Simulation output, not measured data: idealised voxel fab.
Process module under the name voxel tone inversion
Each square cell in cross-section cut measures 5 nm, and the section as a whole is 180 nm wide.
Notation: cross-section as square-cell grid; stated in bands, top first, going down; one or more cell rows per band. For a band, the entry starts with two heights in nm, that of the top and then that of the bottom, and carries on with the band's materials in order from left to right, each alongside its width in nm; the word "all across" beside a single material means it fills the band edge to edge, and "air" means empty space. Note: height 0 marks the level under which the wafer is uniformly one material as received. Lowest band unbounded below, written "z 0 and below". A width given as "30->40" starts at the first number in the band's top row and ends at the second number in its bottom row, shifting by an equal amount at every step from row to row. No cell of the cross-section changed in a step that is given as "no change". In "Closed-off voids" the enclosed voids are listed, meaning empty spaces of 8 cells or larger without any opening to the top. The form is width x height at distance, distance from the left edge, units nm. Where a step's line continues beyond its settings, the continuation is a remark by the simulator itself on that step. Steps that use a mask can have "overlay nm" on their line. It says how far the mask sat to the right of where it was meant to be. Negative means to the left.

## The planned process steps are enumerated hereunder
1,RECEIVE,material Si
2,CONFORMAL_DEP,material SiN,thk nm 5
3,DIRECTIONAL_DEP,material aC,thk nm 15
4,PATTERN,tone cover,mask id POSTS,material resist,width nm 20,pitch nm 35,thk nm 25,overlay nm 0
5,DIRECTIONAL_ETCH,etch materials aC,depth nm 15
6,STRIP,etch materials resist
7,FILL_DEP,material SiO2,thk nm 5
8,CMP,height nm 20
9,STRIP,etch materials aC

## Run as planned: first of two wafers

## Incoming wafer, cross-sectional view, post step 1
- z 0 and below: Si all across
- Closed-off voids: none

## How the wafer stands in section after step 2
- z 5 to 0: SiN all across
- Anything lower than 0 is untouched.

## How the wafer stands in section after step 3
- z 20 to 5: aC all across
- Anything lower than 5 is untouched.

## How the wafer stands in section after step 4
- z 45 to 20: air=45 / resist=20 / air=15 / resist=20 / air=15 / resist=20 / air=45
- Anything lower than 20 is untouched.

## How the wafer stands in section after step 5
- z 30 to 20: air=45 / resist=20 / air=15 / resist=20 / air=15 / resist=20 / air=45
- z 20 to 5: air=45 / aC=20 / air=15 / aC=20 / air=15 / aC=20 / air=45
- Anything lower than 5 is untouched.

## How the wafer stands in section after step 6
- z 20 to 5: air=45 / aC=20 / air=15 / aC=20 / air=15 / aC=20 / air=45
- Anything lower than 5 is untouched.

## How the wafer stands in section after step 7
- z 25 to 20: SiO2 all across
- z 20 to 5: SiO2=45 / aC=20 / SiO2=15 / aC=20 / SiO2=15 / aC=20 / SiO2=45
- Anything lower than 5 is untouched.

## How the wafer stands in section after step 8
- z 20 to 5: SiO2=45 / aC=20 / SiO2=15 / aC=20 / SiO2=15 / aC=20 / SiO2=45
- Anything lower than 5 is untouched.

## How the wafer stands in section after step 9
- z 20 to 5: SiO2=45 / air=20 / SiO2=15 / air=20 / SiO2=15 / air=20 / SiO2=45
- Anything lower than 5 is untouched.

## Here the second wafer is described. Its start and its plan were those of the first wafer. Its run contained one mistake. Up to and including step 3, it did exactly what the first wafer did

## Cross-sectional representation of the second wafer at the time designated in the plan for the completion of step 4
- z 45 to 20: air=35 / resist=20 / air=15 / resist=20 / air=15 / resist=20 / air=55
- Anything lower than 20 is untouched.

## Cross-sectional representation of the second wafer at the time designated in the plan for the completion of step 5
- z 30 to 20: air=35 / resist=20 / air=15 / resist=20 / air=15 / resist=20 / air=55
- z 20 to 5: air=35 / aC=20 / air=15 / aC=20 / air=15 / aC=20 / air=55
- Anything lower than 5 is untouched.

## Cross-sectional representation of the second wafer at the time designated in the plan for the completion of step 6
- z 20 to 5: air=35 / aC=20 / air=15 / aC=20 / air=15 / aC=20 / air=55
- Anything lower than 5 is untouched.

## Cross-sectional representation of the second wafer at the time designated in the plan for the completion of step 7
- z 25 to 20: SiO2 all across
- z 20 to 5: SiO2=35 / aC=20 / SiO2=15 / aC=20 / SiO2=15 / aC=20 / SiO2=55
- Anything lower than 5 is untouched.

## Cross-sectional representation of the second wafer at the time designated in the plan for the completion of step 8
- z 20 to 5: SiO2=35 / aC=20 / SiO2=15 / aC=20 / SiO2=15 / aC=20 / SiO2=55
- Anything lower than 5 is untouched.

## Cross-sectional representation of the second wafer at the time designated in the plan for the completion of step 9
- z 20 to 5: SiO2=35 / air=20 / SiO2=15 / air=20 / SiO2=15 / air=20 / SiO2=55
- Anything lower than 5 is untouched.
What was the processing mistake? planned and actual differ for step 4; actual: PATTERN,tone cover,mask id POSTS,material resist,width nm 20,pitch nm 35,thk nm 25,overlay nm -10
The concluding comparison shows that, measured in cells, each material is equally abundant on both wafers, albeit at different positions.
